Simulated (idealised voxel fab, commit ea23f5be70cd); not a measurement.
The document below concerns the process module designated voxel lift off.
Section cut is 165 nm wide and gridded with 5 nm square cells.
Cross-section spec: square-cell grid; bands listed top down; each band is one or more rows. It is stipulated that each band's entry specify, in nanometres, the height of the top of the band and then that of its bottom, followed by the materials of the band in left-to-right sequence, each together with its width in nanometres. A single material marked by the word "throughout" is understood to fill the band from edge to edge; the word "blank" is understood to denote empty space. Counting heights begins at 0, where everything beneath is, in the wafer as received, one material. The lowest band has no bottom; it goes on downwards, as "0 and below" shows. The two numbers in a width such as "30->40" mark its ends across the band: the first belongs to the top row of cells, the second to the bottom row, and from each row to the next the width moves by the same amount. A step reported as "nothing was modified" is a step in which no cell of the cross-section changed. Basically, "Closed voids list" tells you about the enclosed voids: empty spaces with no open way to the top, 8 cells or bigger, each written width x height at distance, where distance is from the left edge, all in nm. Heads up: the bit after the settings on a step's line is the simulator's remark on that step. Regarding "overlay nm": on a step with a mask, it is the distance the mask lay to the right of its planned place; a negative value places it to the left.

PROCESS STEPS FORESEEN IN THE PLAN
1,RECEIVE | material Si
2,CONFORMAL_DEP | material SiO2 | thk nm 15
3,PATTERN | tone open | mask id LINES | material resist | width nm 30 | pitch nm 45 | thk nm 25 | overlay nm 0
4,DIRECTIONAL_DEP | material Ru | thk nm 10
5,STRIP | etch materials resist
6,CONFORMAL_DEP | material SiO2 | thk nm 10

THIS IS THE CROSS-SECTION OF THE WAFER AS WE RECEIVED IT, I.E. AFTER STEP 1
- 0 and below: Si throughout
- Closed voids list: none

END STATE OF THE MODULE IN CROSS-SECTION, GIVEN THE ABOVE STARTING POINT AND PLAN AND ONE MISTAKE IN EXECUTION
- 40 down to 30: 10 of blank, 140 of SiO2, 15 of blank
- 30 down to 25: 10 of blank, 10 of SiO2, 30 of Ru, 15 of SiO2, 30 of Ru, 15 of SiO2, 30 of Ru, 10 of SiO2, 15 of blank
- 25 down to 15: 20 of SiO2, 30 of Ru, 15 of SiO2, 30 of Ru, 15 of SiO2, 30 of Ru, 25 of SiO2
- 15 down to 0: SiO2 throughout
- 0 and below: Si throughout
- Closed voids list: none
What went wrong in running the wafer? note that step 4 departed from the planned setting and was carried out as DIRECTIONAL_DEP | material Ru | thk nm 15
